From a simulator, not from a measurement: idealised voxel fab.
The process module presented herein is designated voxel ribs on slabs.
We display cut, a cross-section 220 nm in width whose square cells are each 5 nm.
How to read a cross-section here: the picture is a grid of square cells, written as bands going from the top down, and any band can span one or more rows of cells.
This entry defines a band. It first specifies the height of the band's top and the height of its bottom in nm, and then specifies the band's materials from left to right, stating each material with its width in nm. The word "throughout" identifies a single material that fills the band from edge to edge, while the word "empty" identifies empty space.
Counting heights begins at 0, where everything beneath is, in the wafer as received, one material. The lowest band has no bottom; it goes on downwards, as "0 down" shows.
Note: "30->40" means the width goes from the first number (top row of the band) to the second number (bottom row) in equal steps per row of cells.
Step note "everything unchanged" = no cross-section cell changed.
Voids, sealed: empty space of 8 cells or more with no open way to the top, each as width x height at its distance from the left edge, in nm
If you see something after the settings on a step's line, that's the simulator's own remark about that step.
The optional step-line setting "overlay nm" applies to steps with a mask and quantifies how far to the right of its planned location the mask lay, a negative value indicating leftward placement.
**Planned step list for the process**
1) RECEIVE, material Si
2) DIRECTIONAL_DEP, material SiO2, thk nm 30
3) DIRECTIONAL_DEP, material SiN, thk nm 15
4) MASKED_ETCH, tone cover, mask id RIB, width nm 15, etch materials SiN, depth nm 10, overlay nm 0
5) PATTERN, tone cover, mask id SLAB, material resist, width nm 55, thk nm 20, overlay nm 0
6) DIRECTIONAL_ETCH, etch materials SiN, depth nm 5
7) STRIP, etch materials resist
8) FILL_DEP, material SiO2, thk nm 25
9) CMP, height nm 60
10) DIRECTIONAL_DEP, material TiN, thk nm 5
11) DIRECTIONAL_DEP, material aC, thk nm 15
12) PATTERN, tone cover, mask id HEATER, material resist, width nm 25, thk nm 35, overlay nm 0
13) DIRECTIONAL_ETCH, etch materials aC, depth nm 15
14) STRIP, etch materials resist
15) DIRECTIONAL_ETCH, etch materials TiN, depth nm 5
16) STRIP, etch materials aC
17) CONFORMAL_DEP, material SiO2, thk nm 5
**The cross-section here shows the wafer as received, i.e. in its state after step 1**
- 0 down | Si throughout
- Voids, sealed: none
**The first of the two wafers as seen in cross-section once the module was finished; processing followed the plan**
- 70 to 65 | empty 90 nm / SiO2 35 nm / empty 95 nm
- 65 to 60 | SiO2 95 nm / TiN 25 nm / SiO2 100 nm
- 60 to 45 | SiO2 throughout
- 45 to 35 | SiO2 100 nm / SiN 15 nm / SiO2 105 nm
- 35 to 30 | SiO2 80 nm / SiN 55 nm / SiO2 85 nm
- 30 to 0 | SiO2 throughout
- 0 down | Si throughout
- Voids, sealed: none
**second wafer at the end: like start, like plan, one mistake**
- 65 to 60 | empty 95 nm / TiN 25 nm / empty 100 nm
- 60 to 45 | SiO2 throughout
- 45 to 35 | SiO2 100 nm / SiN 15 nm / SiO2 105 nm
- 35 to 30 | SiO2 80 nm / SiN 55 nm / SiO2 85 nm
- 30 to 0 | SiO2 throughout
- 0 down | Si throughout
- Voids, sealed: none
Error vs. plan: step 17 of the plan was excluded from execution and never run
The final cell counts differ between the wafers, with the second having more or fewer of some materials than the first: 46 fewer of SiO2
